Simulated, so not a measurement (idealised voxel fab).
Herein follows the process module entitled voxel air gaps.
150 nm wide, 5 nm square cells: that's cross-section cut.
A cross-section is written here as square cells arranged in a grid, and it is given in bands from the top down, each band taking up one or more rows of cells.
First you get the band's top height and its bottom height, in nm, and then the materials it's made of, left to right, with each width in nm. If you see a single material with "full width", that one covers the band edge to edge. "blank" is empty space.
All heights in this document are referenced to 0, defined as the level beneath which the wafer, as received, consists entirely of one material. The lowest band is not bounded below; it extends indefinitely downward and is written in the form "0..down".
Note: "30..40" means the width goes from the first number (top row of the band) to the second number (bottom row) in equal steps per row of cells.
Reading "no alteration" for a step: not a cell of the cross-section changed in it.
Enclosed voids (no open way to top), threshold 8 cells or more, entry "Catalogued sealed voids", notation width x height at distance, distance from left edge, nm.
Where a step's line continues beyond its settings, the continuation is a remark by the simulator itself on that step.
"overlay nm" on a masked step: distance the mask lay right of its planned place, negative for left.

Here's what the planned process steps look like
1: RECEIVE [material Si]
2: CONFORMAL_DEP [material SiO2] [thk nm 15]
3: CONFORMAL_DEP [material SiN] [thk nm 5]
4: DIRECTIONAL_DEP [material SiO2] [thk nm 35]
5: MASKED_ETCH [tone open] [mask id LINES] [width nm 20] [pitch nm 45] [etch materials SiO2] [depth nm 35] [overlay nm 0]
6: CONFORMAL_DEP [material TiN] [thk nm 5]
7: FILL_DEP [material Ru] [thk nm 5]
8: CMP [height nm 55]
9: EPI [material Ru] [thk nm 10]
10: SELECTIVE_ETCH [etch materials SiO2] [depth nm 45]
11: CONFORMAL_DEP [material SiN] [thk nm 5]

Cross-section of the wafer at receipt, which is the condition after step 1
> 0..down | Si full width
> Catalogued sealed voids: none

Cross-section taken at module completion on the first of two wafers; processed per the plan
> 70..65 | 5 of blank  140 of SiN  5 of blank
> 65..55 | 5 of blank  5 of SiN  40 of Ru  5 of SiN  40 of Ru  5 of SiN  40 of Ru  5 of SiN  5 of blank
> 55..50 | 5 of blank  15 of SiN  5 of TiN  10 of Ru  5 of TiN  25 of SiN  5 of TiN  10 of Ru  5 of TiN  25 of SiN  5 of TiN  10 of Ru  5 of TiN  15 of SiN  5 of blank
> 50..25 | 15 of blank  5 of SiN  5 of TiN  10 of Ru  5 of TiN  5 of SiN  15 of blank  5 of SiN  5 of TiN  10 of Ru  5 of TiN  5 of SiN  15 of blank  5 of SiN  5 of TiN  10 of Ru  5 of TiN  5 of SiN  15 of blank
> 25..20 | 20 of SiN  20 of TiN  25 of SiN  20 of TiN  25 of SiN  20 of TiN  20 of SiN
> 20..15 | SiN full width
> 15..0 | SiO2 full width
> 0..down | Si full width
> Catalogued sealed voids: 15 x 25 at 45; 15 x 25 at 90

Cross-sectional view of the second of two wafers upon completion of the module. This wafer shared its starting condition and process plan with the first; one error was made during its execution
> 70..65 | SiN full width
> 65..55 | Ru full width
> 55..50 | 25 of TiN  10 of Ru  35 of TiN  10 of Ru  35 of TiN  10 of Ru  25 of TiN
> 50..20 | 20 of SiO2  5 of TiN  10 of Ru  5 of TiN  25 of SiO2  5 of TiN  10 of Ru  5 of TiN  25 of SiO2  5 of TiN  10 of Ru  5 of TiN  20 of SiO2
> 20..15 | 20 of SiO2  20 of TiN  25 of SiO2  20 of TiN  25 of SiO2  20 of TiN  20 of SiO2
> 15..0 | SiO2 full width
> 0..down | Si full width
> Catalogued sealed voids: none
Nonconformance to the process plan: step 3 of the plan was jumped over and never run
Upon completion, the second wafer contains, in terms of cells, a greater or smaller amount of certain materials than the first wafer: +18 Ru, -100 SiN, +126 SiO2, +24 TiN
In the final state there are 2 closed voids in the first wafer, compared with 0 in the second wafer.
